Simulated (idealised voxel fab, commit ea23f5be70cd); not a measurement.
process module | voxel self aligned vias
Square cell edge 5 nm, section width 265 nm, ID cut.
Cross-sections here: square-cell grids, written as top-down lists of bands, a band being one or more rows of cells. This entry defines a band. It first specifies the height of the band's top and the height of its bottom in nm, and then specifies the band's materials from left to right, stating each material with its width in nm. The word "everywhere" identifies a single material that fills the band from edge to edge, while the word "blank" identifies empty space. Heights from 0 (as-received wafer is one material below). Bottom band endless downward, as "top 0, no bottom". Width: "30->40" (first number = top row, second number = bottom row, same change from row to row of cells). "nothing got changed" for a step: no cell of the cross-section changed in that step. You'll see "Closed internal voids" listing empty spaces that have no way open to the top, as long as they're 8 cells or more; the notation is width x height at distance, where the distance is from the left edge, and all of it is in nm. Past the settings on a step's line: simulator remark, on that step. On any step carrying a mask, the "overlay nm" setting, if present on the step's line, tells how far right of its planned place the mask lay; negative values point to the left.
The planned process steps are enumerated hereunder
step 1: RECEIVE (material Si)
step 2: CONFORMAL_DEP (material SiO2; thk nm 15)
step 3: CONFORMAL_DEP (material SiCN; thk nm 5)
step 4: DIRECTIONAL_DEP (material SiO2; thk nm 25)
step 5: PATTERN (tone open; mask id LINES; material resist; width nm 30; pitch nm 70; thk nm 20; overlay nm 0)
step 6: DIRECTIONAL_ETCH (etch materials SiO2; depth nm 25)
step 7: STRIP (etch materials resist)
step 8: CONFORMAL_DEP (material TiN; thk nm 5)
step 9: FILL_DEP (material Ru; thk nm 5)
step 10: CMP (height nm 45)
step 11: SELECTIVE_ETCH (etch materials W Ru TiN; depth nm 10)
step 12: FILL_DEP (material SiN; thk nm 10)
step 13: CMP (height nm 45)
step 14: DIRECTIONAL_DEP (material SiO2; thk nm 15)
step 15: DIRECTIONAL_DEP (material aC; thk nm 15)
step 16: PATTERN (tone open; mask id VIAS; material resist; width nm 40; pitch nm 70; thk nm 35; overlay nm 0)
step 17: DIRECTIONAL_ETCH (etch materials aC; depth nm 15)
step 18: STRIP (etch materials resist)
step 19: DIRECTIONAL_ETCH (etch materials SiO2; depth nm 15)
step 20: DIRECTIONAL_ETCH (etch materials SiN; depth nm 10)
step 21: STRIP (etch materials aC)
step 22: CONFORMAL_DEP (material TiN; thk nm 5)
step 23: FILL_DEP (material W; thk nm 10)
step 24: CMP (height nm 60)
step 25: CONFORMAL_DEP (material SiCN; thk nm 5)
The following pertains to the first of two wafers, which was processed as planned
As-received wafer cross-section (after step 1)
- top 0, no bottom = Si everywhere
- Closed internal voids: none
Cross-section: wafer state after step 2
- top 15, bottom 0 = SiO2 everywhere
- Anything lower than 0 is untouched.
Cross-section: wafer state after step 3
- top 20, bottom 15 = SiCN everywhere
- Anything lower than 15 is untouched.
Cross-section: wafer state after step 4
- top 45, bottom 20 = SiO2 everywhere
- Anything lower than 20 is untouched.
Cross-section: wafer state after step 5
- top 65, bottom 45 = resist: 45 / blank: 30 / resist: 40 / blank: 30 / resist: 40 / blank: 30 / resist: 50
- Anything lower than 45 is untouched.
Cross-section: wafer state after step 6
- top 65, bottom 45 = resist: 45 / blank: 30 / resist: 40 / blank: 30 / resist: 40 / blank: 30 / resist: 50
- top 45, bottom 20 = SiO2: 45 / blank: 30 / SiO2: 40 / blank: 30 / SiO2: 40 / blank: 30 / SiO2: 50
- Anything lower than 20 is untouched.
Cross-section: wafer state after step 7
- top 45, bottom 20 = SiO2: 45 / blank: 30 / SiO2: 40 / blank: 30 / SiO2: 40 / blank: 30 / SiO2: 50
- Anything lower than 20 is untouched.
Cross-section: wafer state after step 8
- top 50, bottom 45 = TiN: 50 / blank: 20 / TiN: 50 / blank: 20 / TiN: 50 / blank: 20 / TiN: 55
- top 45, bottom 25 = SiO2: 45 / TiN: 5 / blank: 20 / TiN: 5 / SiO2: 40 / TiN: 5 / blank: 20 / TiN: 5 / SiO2: 40 / TiN: 5 / blank: 20 / TiN: 5 / SiO2: 50
- top 25, bottom 20 = SiO2: 45 / TiN: 30 / SiO2: 40 / TiN: 30 / SiO2: 40 / TiN: 30 / SiO2: 50
- Anything lower than 20 is untouched.
Cross-section: wafer state after step 9
- top 55, bottom 50 = Ru everywhere
- top 50, bottom 45 = TiN: 50 / Ru: 20 / TiN: 50 / Ru: 20 / TiN: 50 / Ru: 20 / TiN: 55
- top 45, bottom 25 = SiO2: 45 / TiN: 5 / Ru: 20 / TiN: 5 / SiO2: 40 / TiN: 5 / Ru: 20 / TiN: 5 / SiO2: 40 / TiN: 5 / Ru: 20 / TiN: 5 / SiO2: 50
- Anything lower than 25 is untouched.
Cross-section: wafer state after step 10
- top 45, bottom 25 = SiO2: 45 / TiN: 5 / Ru: 20 / TiN: 5 / SiO2: 40 / TiN: 5 / Ru: 20 / TiN: 5 / SiO2: 40 / TiN: 5 / Ru: 20 / TiN: 5 / SiO2: 50
- Anything lower than 25 is untouched.
Cross-section: wafer state after step 11
- top 45, bottom 35 = SiO2: 45 / blank: 30 / SiO2: 40 / blank: 30 / SiO2: 40 / blank: 30 / SiO2: 50
- Anything lower than 35 is untouched.
Cross-section: wafer state after step 12
- top 55, bottom 45 = SiN everywhere
- top 45, bottom 35 = SiO2: 45 / SiN: 30 / SiO2: 40 / SiN: 30 / SiO2: 40 / SiN: 30 / SiO2: 50
- Anything lower than 35 is untouched.
Cross-section: wafer state after step 13
- top 45, bottom 35 = SiO2: 45 / SiN: 30 / SiO2: 40 / SiN: 30 / SiO2: 40 / SiN: 30 / SiO2: 50
- Anything lower than 35 is untouched.
Cross-section: wafer state after step 14
- top 60, bottom 45 = SiO2 everywhere
- Anything lower than 45 is untouched.
Cross-section: wafer state after step 15
- top 75, bottom 60 = aC everywhere
- Anything lower than 60 is untouched.
Cross-section: wafer state after step 16
- top 110, bottom 75 = resist: 40 / blank: 40 / resist: 30 / blank: 40 / resist: 30 / blank: 40 / resist: 45
- Anything lower than 75 is untouched.
Cross-section: wafer state after step 17
- top 95, bottom 75 = resist: 40 / blank: 40 / resist: 30 / blank: 40 / resist: 30 / blank: 40 / resist: 45
- top 75, bottom 60 = aC: 40 / blank: 40 / aC: 30 / blank: 40 / aC: 30 / blank: 40 / aC: 45
- Anything lower than 60 is untouched.
Cross-section: wafer state after step 18
- top 75, bottom 60 = aC: 40 / blank: 40 / aC: 30 / blank: 40 / aC: 30 / blank: 40 / aC: 45
- Anything lower than 60 is untouched.
Cross-section: wafer state after step 19
- top 75, bottom 60 = aC: 40 / blank: 40 / aC: 30 / blank: 40 / aC: 30 / blank: 40 / aC: 45
- top 60, bottom 45 = SiO2: 40 / blank: 40 / SiO2: 30 / blank: 40 / SiO2: 30 / blank: 40 / SiO2: 45
- Anything lower than 45 is untouched.
Cross-section: wafer state after step 20
- top 75, bottom 60 = aC: 40 / blank: 40 / aC: 30 / blank: 40 / aC: 30 / blank: 40 / aC: 45
- top 60, bottom 45 = SiO2: 40 / blank: 40 / SiO2: 30 / blank: 40 / SiO2: 30 / blank: 40 / SiO2: 45
- top 45, bottom 35 = SiO2: 45 / blank: 30 / SiO2: 40 / blank: 30 / SiO2: 40 / blank: 30 / SiO2: 50
- Anything lower than 35 is untouched.
Cross-section: wafer state after step 21
- top 60, bottom 45 = SiO2: 40 / blank: 40 / SiO2: 30 / blank: 40 / SiO2: 30 / blank: 40 / SiO2: 45
- Anything lower than 45 is untouched.
Cross-section: wafer state after step 22
- top 65, bottom 60 = TiN: 45 / blank: 30 / TiN: 40 / blank: 30 / TiN: 40 / blank: 30 / TiN: 50
- top 60, bottom 50 = SiO2: 40 / TiN: 5 / blank: 30 / TiN: 5 / SiO2: 30 / TiN: 5 / blank: 30 / TiN: 5 / SiO2: 30 / TiN: 5 / blank: 30 / TiN: 5 / SiO2: 45
- top 50, bottom 40 = SiO2: 40->45 / TiN: 10->5 / blank: 20 / TiN: 10->5 / SiO2: 30->40 / TiN: 10->5 / blank: 20 / TiN: 10->5 / SiO2: 30->40 / TiN: 10->5 / blank: 20 / TiN: 10->5 / SiO2: 45->50
- top 40, bottom 35 = SiO2: 45 / TiN: 30 / SiO2: 40 / TiN: 30 / SiO2: 40 / TiN: 30 / SiO2: 50
- Anything lower than 35 is untouched.
Cross-section: wafer state after step 23
- top 75, bottom 65 = W everywhere
- top 65, bottom 60 = TiN: 45 / W: 30 / TiN: 40 / W: 30 / TiN: 40 / W: 30 / TiN: 50
- top 60, bottom 50 = SiO2: 40 / TiN: 5 / W: 30 / TiN: 5 / SiO2: 30 / TiN: 5 / W: 30 / TiN: 5 / SiO2: 30 / TiN: 5 / W: 30 / TiN: 5 / SiO2: 45
- top 50, bottom 40 = SiO2: 40->45 / TiN: 10->5 / W: 20 / TiN: 10->5 / SiO2: 30->40 / TiN: 10->5 / W: 20 / TiN: 10->5 / SiO2: 30->40 / TiN: 10->5 / W: 20 / TiN: 10->5 / SiO2: 45->50
- Anything lower than 40 is untouched.
Cross-section: wafer state after step 24
- top 60, bottom 50 = SiO2: 40 / TiN: 5 / W: 30 / TiN: 5 / SiO2: 30 / TiN: 5 / W: 30 / TiN: 5 / SiO2: 30 / TiN: 5 / W: 30 / TiN: 5 / SiO2: 45
- Anything lower than 50 is untouched.
Cross-section: wafer state after step 25
- top 65, bottom 60 = SiCN everywhere
- Anything lower than 60 is untouched.
Second wafer: same start and same plan as the first, one execution error; identical to the first through step 2
Here is the second wafer in cross-section at the point where step 3 of the plan should have been done
- top 40, bottom 0 = SiO2 everywhere
- Anything lower than 0 is untouched.
Here is the second wafer in cross-section at the point where step 4 of the plan should have been done
- top 45, bottom 40 = SiCN everywhere
- Anything lower than 40 is untouched.
Here is the second wafer in cross-section at the point where step 5 of the plan should have been done
- top 65, bottom 45 = resist: 45 / blank: 30 / resist: 40 / blank: 30 / resist: 40 / blank: 30 / resist: 50
- Anything lower than 45 is untouched.
Here is the second wafer in cross-section at the point where step 6 of the plan should have been done: nothing got changed
Here is the second wafer in cross-section at the point where step 7 of the plan should have been done
- top 45, bottom 40 = SiCN everywhere
- Anything lower than 40 is untouched.
Here is the second wafer in cross-section at the point where step 8 of the plan should have been done
- top 50, bottom 45 = TiN everywhere
- Anything lower than 45 is untouched.
Here is the second wafer in cross-section at the point where step 9 of the plan should have been done
- top 55, bottom 50 = Ru everywhere
- Anything lower than 50 is untouched.
Here is the second wafer in cross-section at the point where step 10 of the plan should have been done
- top 45, bottom 40 = SiCN everywhere
- Anything lower than 40 is untouched.
Here is the second wafer in cross-section at the point where step 11 of the plan should have been done: nothing got changed
Here is the second wafer in cross-section at the point where step 12 of the plan should have been done
- top 55, bottom 45 = SiN everywhere
- Anything lower than 45 is untouched.
Here is the second wafer in cross-section at the point where step 13 of the plan should have been done
- top 45, bottom 40 = SiCN everywhere
- Anything lower than 40 is untouched.
Here is the second wafer in cross-section at the point where step 14 of the plan should have been done
- top 60, bottom 45 = SiO2 everywhere
- Anything lower than 45 is untouched.
Here is the second wafer in cross-section at the point where step 15 of the plan should have been done
- top 75, bottom 60 = aC everywhere
- Anything lower than 60 is untouched.
Here is the second wafer in cross-section at the point where step 16 of the plan should have been done
- top 110, bottom 75 = resist: 40 / blank: 40 / resist: 30 / blank: 40 / resist: 30 / blank: 40 / resist: 45
- Anything lower than 75 is untouched.
Here is the second wafer in cross-section at the point where step 17 of the plan should have been done
- top 95, bottom 75 = resist: 40 / blank: 40 / resist: 30 / blank: 40 / resist: 30 / blank: 40 / resist: 45
- top 75, bottom 60 = aC: 40 / blank: 40 / aC: 30 / blank: 40 / aC: 30 / blank: 40 / aC: 45
- Anything lower than 60 is untouched.
Here is the second wafer in cross-section at the point where step 18 of the plan should have been done
- top 75, bottom 60 = aC: 40 / blank: 40 / aC: 30 / blank: 40 / aC: 30 / blank: 40 / aC: 45
- Anything lower than 60 is untouched.
Here is the second wafer in cross-section at the point where step 19 of the plan should have been done
- top 75, bottom 60 = aC: 40 / blank: 40 / aC: 30 / blank: 40 / aC: 30 / blank: 40 / aC: 45
- top 60, bottom 45 = SiO2: 40 / blank: 40 / SiO2: 30 / blank: 40 / SiO2: 30 / blank: 40 / SiO2: 45
- Anything lower than 45 is untouched.
Here is the second wafer in cross-section at the point where step 20 of the plan should have been done: nothing got changed
Here is the second wafer in cross-section at the point where step 21 of the plan should have been done
- top 60, bottom 45 = SiO2: 40 / blank: 40 / SiO2: 30 / blank: 40 / SiO2: 30 / blank: 40 / SiO2: 45
- Anything lower than 45 is untouched.
Here is the second wafer in cross-section at the point where step 22 of the plan should have been done
- top 65, bottom 60 = TiN: 45 / blank: 30 / TiN: 40 / blank: 30 / TiN: 40 / blank: 30 / TiN: 50
- top 60, bottom 50 = SiO2: 40 / TiN: 5 / blank: 30 / TiN: 5 / SiO2: 30 / TiN: 5 / blank: 30 / TiN: 5 / SiO2: 30 / TiN: 5 / blank: 30 / TiN: 5 / SiO2: 45
- top 50, bottom 45 = SiO2: 40 / TiN: 40 / SiO2: 30 / TiN: 40 / SiO2: 30 / TiN: 40 / SiO2: 45
- Anything lower than 45 is untouched.
Here is the second wafer in cross-section at the point where step 23 of the plan should have been done
- top 75, bottom 65 = W everywhere
- top 65, bottom 60 = TiN: 45 / W: 30 / TiN: 40 / W: 30 / TiN: 40 / W: 30 / TiN: 50
- top 60, bottom 50 = SiO2: 40 / TiN: 5 / W: 30 / TiN: 5 / SiO2: 30 / TiN: 5 / W: 30 / TiN: 5 / SiO2: 30 / TiN: 5 / W: 30 / TiN: 5 / SiO2: 45
- Anything lower than 50 is untouched.
Here is the second wafer in cross-section at the point where step 24 of the plan should have been done
- top 60, bottom 50 = SiO2: 40 / TiN: 5 / W: 30 / TiN: 5 / SiO2: 30 / TiN: 5 / W: 30 / TiN: 5 / SiO2: 30 / TiN: 5 / W: 30 / TiN: 5 / SiO2: 45
- Anything lower than 50 is untouched.
Here is the second wafer in cross-section at the point where step 25 of the plan should have been done
- top 65, bottom 60 = SiCN everywhere
- Anything lower than 60 is untouched.
It is concluded that the wafer was processed incorrectly with respect to the plan, in that steps 3 and 4 of the plan were each performed in the slot designated for the other
Looking at both finished wafers in cells, the second ends up ahead of or behind the first on some materials: 24 fewer of Ru; 90 more of SiO2; 42 fewer of TiN; 24 fewer of W
